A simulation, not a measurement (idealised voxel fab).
Process module name: voxel tone inversion
We display cut, a cross-section 290 nm in width whose square cells are each 5 nm.
Cross-section format: a grid of square cells, given as bands from top to bottom; each band is one or more rows of cells. Top height, bottom height, nm. Materials left to right, width each, nm. Single material + "full width" = fills band edge to edge. "empty" = empty. Heights from 0 (as-received wafer is one material below). Bottom band endless downward, as "0 nm and below". You'd read "30 to 40" like this: the band's top row of cells is as wide as the first number, its bottom row is as wide as the second, and going down, every row changes width by the same amount as the row before did. "all unchanged" (step): cross-section cells unchanged, all of them. In the "Sealed voids" entry, you get each enclosed empty space of 8 cells or more, one with no open way to the top, written width x height at distance, distance from the left edge, in nm. What comes after the settings on a step's line is commentary from the simulator itself on that step. "overlay nm", when on a step's line for a step with a mask, measures how far to the right of its planned place the mask lay; a negative measure means to the left.
-- The following list gives the planned process steps
- 1: RECEIVE | material Si
- 2: CONFORMAL_DEP | material SiCN | thk nm 10
- 3: DIRECTIONAL_DEP | material aC | thk nm 25
- 4: PATTERN | tone cover | mask id POSTS | material resist | width nm 20 | pitch nm 35 | thk nm 30 | overlay nm 0
- 5: DIRECTIONAL_ETCH | etch materials aC | depth nm 25
- 6: STRIP | etch materials resist
- 7: FILL_DEP | material SiO2 | thk nm 10
- 8: CMP | height nm 35
- 9: STRIP | etch materials aC
- 10: CONFORMAL_DEP | material TiN | thk nm 5
- 11: FILL_DEP | material Cu | thk nm 5
- 12: CMP | height nm 35
- 13: CONFORMAL_DEP | material SiN | thk nm 5
-- The first wafer of two, processed as planned
-- Incoming wafer in cross-section (state: after step 1)
  0 nm and below: Si full width
  Sealed voids: none
-- So this is the wafer cross-section right after step 2
  10 nm to 0 nm: SiCN full width
  Under the height 0 nothing was changed.
-- So this is the wafer cross-section right after step 3
  35 nm to 10 nm: aC full width
  Under the height 10 nothing was changed.
-- So this is the wafer cross-section right after step 4
  65 nm to 35 nm: empty 100, then resist 20, then empty 15, then resist 20, then empty 15, then resist 20, then empty 100
  Under the height 35 nothing was changed.
-- So this is the wafer cross-section right after step 5
  40 nm to 35 nm: empty 100, then resist 20, then empty 15, then resist 20, then empty 15, then resist 20, then empty 100
  35 nm to 10 nm: empty 100, then aC 20, then empty 15, then aC 20, then empty 15, then aC 20, then empty 100
  Under the height 10 nothing was changed.
-- So this is the wafer cross-section right after step 6
  35 nm to 10 nm: empty 100, then aC 20, then empty 15, then aC 20, then empty 15, then aC 20, then empty 100
  Under the height 10 nothing was changed.
-- So this is the wafer cross-section right after step 7
  45 nm to 35 nm: SiO2 full width
  35 nm to 10 nm: SiO2 100, then aC 20, then SiO2 15, then aC 20, then SiO2 15, then aC 20, then SiO2 100
  Under the height 10 nothing was changed.
-- So this is the wafer cross-section right after step 8
  35 nm to 10 nm: SiO2 100, then aC 20, then SiO2 15, then aC 20, then SiO2 15, then aC 20, then SiO2 100
  Under the height 10 nothing was changed.
-- So this is the wafer cross-section right after step 9
  35 nm to 10 nm: SiO2 100, then empty 20, then SiO2 15, then empty 20, then SiO2 15, then empty 20, then SiO2 100
  Under the height 10 nothing was changed.
-- So this is the wafer cross-section right after step 10
  40 nm to 35 nm: TiN 105, then empty 10, then TiN 25, then empty 10, then TiN 25, then empty 10, then TiN 105
  35 nm to 15 nm: SiO2 100, then TiN 5, then empty 10, then TiN 5, then SiO2 15, then TiN 5, then empty 10, then TiN 5, then SiO2 15, then TiN 5, then empty 10, then TiN 5, then SiO2 100
  15 nm to 10 nm: SiO2 100, then TiN 20, then SiO2 15, then TiN 20, then SiO2 15, then TiN 20, then SiO2 100
  Under the height 10 nothing was changed.
-- So this is the wafer cross-section right after step 11
  45 nm to 40 nm: Cu full width
  40 nm to 35 nm: TiN 105, then Cu 10, then TiN 25, then Cu 10, then TiN 25, then Cu 10, then TiN 105
  35 nm to 15 nm: SiO2 100, then TiN 5, then Cu 10, then TiN 5, then SiO2 15, then TiN 5, then Cu 10, then TiN 5, then SiO2 15, then TiN 5, then Cu 10, then TiN 5, then SiO2 100
  Under the height 15 nothing was changed.
-- So this is the wafer cross-section right after step 12
  35 nm to 15 nm: SiO2 100, then TiN 5, then Cu 10, then TiN 5, then SiO2 15, then TiN 5, then Cu 10, then TiN 5, then SiO2 15, then TiN 5, then Cu 10, then TiN 5, then SiO2 100
  Under the height 15 nothing was changed.
-- So this is the wafer cross-section right after step 13
  40 nm to 35 nm: SiN full width
  Under the height 35 nothing was changed.
-- Wafer two: like wafer one in start and plan, but with one mistake in execution; identical up to and including step 3
-- Cross-section of the second wafer at the time by which step 4 should have been completed according to the plan
  65 nm to 35 nm: empty 90, then resist 20, then empty 15, then resist 20, then empty 15, then resist 20, then empty 110
  Under the height 35 nothing was changed.
-- Cross-section of the second wafer at the time by which step 5 should have been completed according to the plan
  40 nm to 35 nm: empty 90, then resist 20, then empty 15, then resist 20, then empty 15, then resist 20, then empty 110
  35 nm to 10 nm: empty 90, then aC 20, then empty 15, then aC 20, then empty 15, then aC 20, then empty 110
  Under the height 10 nothing was changed.
-- Cross-section of the second wafer at the time by which step 6 should have been completed according to the plan
  35 nm to 10 nm: empty 90, then aC 20, then empty 15, then aC 20, then empty 15, then aC 20, then empty 110
  Under the height 10 nothing was changed.
-- Cross-section of the second wafer at the time by which step 7 should have been completed according to the plan
  45 nm to 35 nm: SiO2 full width
  35 nm to 10 nm: SiO2 90, then aC 20, then SiO2 15, then aC 20, then SiO2 15, then aC 20, then SiO2 110
  Under the height 10 nothing was changed.
-- Cross-section of the second wafer at the time by which step 8 should have been completed according to the plan
  35 nm to 10 nm: SiO2 90, then aC 20, then SiO2 15, then aC 20, then SiO2 15, then aC 20, then SiO2 110
  Under the height 10 nothing was changed.
-- Cross-section of the second wafer at the time by which step 9 should have been completed according to the plan
  35 nm to 10 nm: SiO2 90, then empty 20, then SiO2 15, then empty 20, then SiO2 15, then empty 20, then SiO2 110
  Under the height 10 nothing was changed.
-- Cross-section of the second wafer at the time by which step 10 should have been completed according to the plan
  40 nm to 35 nm: TiN 95, then empty 10, then TiN 25, then empty 10, then TiN 25, then empty 10, then TiN 115
  35 nm to 15 nm: SiO2 90, then TiN 5, then empty 10, then TiN 5, then SiO2 15, then TiN 5, then empty 10, then TiN 5, then SiO2 15, then TiN 5, then empty 10, then TiN 5, then SiO2 110
  15 nm to 10 nm: SiO2 90, then TiN 20, then SiO2 15, then TiN 20, then SiO2 15, then TiN 20, then SiO2 110
  Under the height 10 nothing was changed.
-- Cross-section of the second wafer at the time by which step 11 should have been completed according to the plan
  45 nm to 40 nm: Cu full width
  40 nm to 35 nm: TiN 95, then Cu 10, then TiN 25, then Cu 10, then TiN 25, then Cu 10, then TiN 115
  35 nm to 15 nm: SiO2 90, then TiN 5, then Cu 10, then TiN 5, then SiO2 15, then TiN 5, then Cu 10, then TiN 5, then SiO2 15, then TiN 5, then Cu 10, then TiN 5, then SiO2 110
  Under the height 15 nothing was changed.
-- Cross-section of the second wafer at the time by which step 12 should have been completed according to the plan
  35 nm to 15 nm: SiO2 90, then TiN 5, then Cu 10, then TiN 5, then SiO2 15, then TiN 5, then Cu 10, then TiN 5, then SiO2 15, then TiN 5, then Cu 10, then TiN 5, then SiO2 110
  Under the height 15 nothing was changed.
-- Cross-section of the second wafer at the time by which step 13 should have been completed according to the plan
  40 nm to 35 nm: SiN full width
  Under the height 35 nothing was changed.
So what did we get wrong on this run? step 4 ran as: PATTERN | tone cover | mask id POSTS | material resist | width nm 20 | pitch nm 35 | thk nm 30 | overlay nm -10
Tallied in cells, the final second wafer holds each material in the same quantity as the first, although not at the same places.
